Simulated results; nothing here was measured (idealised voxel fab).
process module | voxel capacitor over wiring
cross-section cut | 210 nm wide | cells 5 nm
A cross-section is a grid of square cells, given in bands from the top down. A band is one or more rows of cells.
Each band's line starts with the height of the band's top and of its bottom, in nm. Then come its materials from left to right, each with its width in nm. One material with "throughout" fills the band from edge to edge. "air" is empty space.
Height 0 is the level under which the wafer as received is all one material. The lowest band goes on downwards, as in "0 down".
A width such as "30 to 40" changes by the same amount from each row of cells to the next, from the band's top row to its bottom row.
"no change" after a step means that no cell of the cross-section changed.
closed voids: empty space of 8 cells or more with no open way to the top, each as width x height at its distance from the left edge, in nm
after a step's settings: what the simulator itself notes on the step
overlay nm, on a step with a mask: how far to the right of its planned place the mask lay; to the left if negative
plan
1 op RECEIVE | material Si
2 op CONFORMAL_DEP | material SiO2 | thk nm 15
3 op CONFORMAL_DEP | material SiCN | thk nm 5
4 op DIRECTIONAL_DEP | material SiO2 | thk nm 20
5 op PATTERN | tone open | mask id METAL_1 | material resist | width nm 20 | pitch nm 80 | thk nm 15 | overlay nm 0
6 op DIRECTIONAL_ETCH | etch materials SiO2 | depth nm 20
7 op DIRECTIONAL_ETCH | etch materials SiCN | depth nm 5
8 op STRIP | etch materials resist
9 op CONFORMAL_DEP | material TiN | thk nm 5
10 op FILL_DEP | material W | thk nm 10
11 op CMP | height nm 40
12 op EPI | material Ru | thk nm 5
13 op FILL_DEP | material SiCN | thk nm 5
14 op DIRECTIONAL_DEP | material lowk | thk nm 15
15 op MASKED_ETCH | tone open | mask id PLUG_1 | width nm 15 | etch materials lowk | depth nm 15 | overlay nm 0
16 op MASKED_ETCH | tone open | mask id PLUG_1 | width nm 15 | etch materials SiCN | depth nm 5 | overlay nm 0
17 op EPI | material Ru | thk nm 10
18 op EPI | material Ru | thk nm 10
19 op DIRECTIONAL_DEP | material TiN | thk nm 5
20 op DIRECTIONAL_DEP | material HfO2 | thk nm 5
21 op DIRECTIONAL_DEP | material TiN | thk nm 5
22 op PATTERN | tone cover | mask id UPPER_PLATE | material resist | width nm 65 | thk nm 20 | overlay nm 0
23 op DIRECTIONAL_ETCH | etch materials TiN | depth nm 5
24 op DIRECTIONAL_ETCH | etch materials HfO2 | depth nm 5
25 op STRIP | etch materials resist
26 op MASKED_ETCH | tone cover | mask id LOWER_PLATE | width nm 75 | etch materials TiN | depth nm 5 | overlay nm 0
27 op FILL_DEP | material SiO2 | thk nm 20
28 op CMP | height nm 95
29 op PATTERN | tone open | mask id PLUG_2 | material resist | width nm 15 | thk nm 20 | overlay nm 0
30 op DIRECTIONAL_ETCH | etch materials SiO2 | depth nm 15
31 op STRIP | etch materials resist
32 op CONFORMAL_DEP | material TiN | thk nm 5
33 op FILL_DEP | material Cu | thk nm 10
34 op CMP | height nm 95
35 op CONFORMAL_DEP | material SiN | thk nm 5
as received, after step 1
  0 down: Si throughout
  closed voids: none
first wafer at the end, as planned
  100 to 95: SiN throughout
  95 to 85: SiO2 70 | TiN 5 | Cu 5 | TiN 5 | SiO2 125
  85 to 75: SiO2 70 to 60 | TiN 15 to 65 | SiO2 125 to 85
  75 to 70: SiO2 60 | HfO2 65 | SiO2 85
  70 to 65: SiO2 55 | TiN 75 | SiO2 80
  65 to 50: lowk 60 | Ru 15 | lowk 135
  50 to 45: SiCN 60 | Ru 15 | SiCN 135
  45 to 40: SiCN 50 | Ru 30 | SiCN 50 | Ru 30 | SiCN 50
  40 to 20: SiO2 55 | TiN 5 | W 10 | TiN 5 | SiO2 60 | TiN 5 | W 10 | TiN 5 | SiO2 55
  20 to 15: SiCN 55 | TiN 20 | SiCN 60 | TiN 20 | SiCN 55
  15 to 0: SiO2 throughout
  0 down: Si throughout
  closed voids: none
second wafer at the end: like start, like plan, one mistake
  100 to 95: SiN throughout
  95 to 85: SiO2 70 | TiN 15 to 55 | SiO2 125 to 85
  85 to 80: SiO2 70 | TiN 5 | HfO2 50 | SiO2 85
  80 to 75: SiO2 55 | TiN 5 | SiO2 15 | TiN 55 | SiO2 80
  75 to 70: lowk 60 | TiN 15 | lowk 135
  70 to 65: lowk 60 | HfO2 15 | lowk 135
  65 to 60: lowk 60 | TiN 15 | lowk 135
  60 to 50: lowk throughout
  50 to 45: SiCN throughout
  45 to 40: SiCN 50 | Ru 30 | SiCN 50 | Ru 30 | SiCN 50
  40 to 20: SiO2 55 | TiN 5 | W 10 | TiN 5 | SiO2 60 | TiN 5 | W 10 | TiN 5 | SiO2 55
  20 to 15: SiCN 55 | TiN 20 | SiCN 60 | TiN 20 | SiCN 55
  15 to 0: SiO2 throughout
  0 down: Si throughout
  closed voids: none
what went wrong: step 14 ran as: op DIRECTIONAL_DEP | material lowk | thk nm 25
at the end the second wafer has, in cells: 2 fewer of Cu | 12 fewer of Ru | 3 more of SiCN | 71 fewer of SiO2 | 2 fewer of TiN | 84 more of lowk
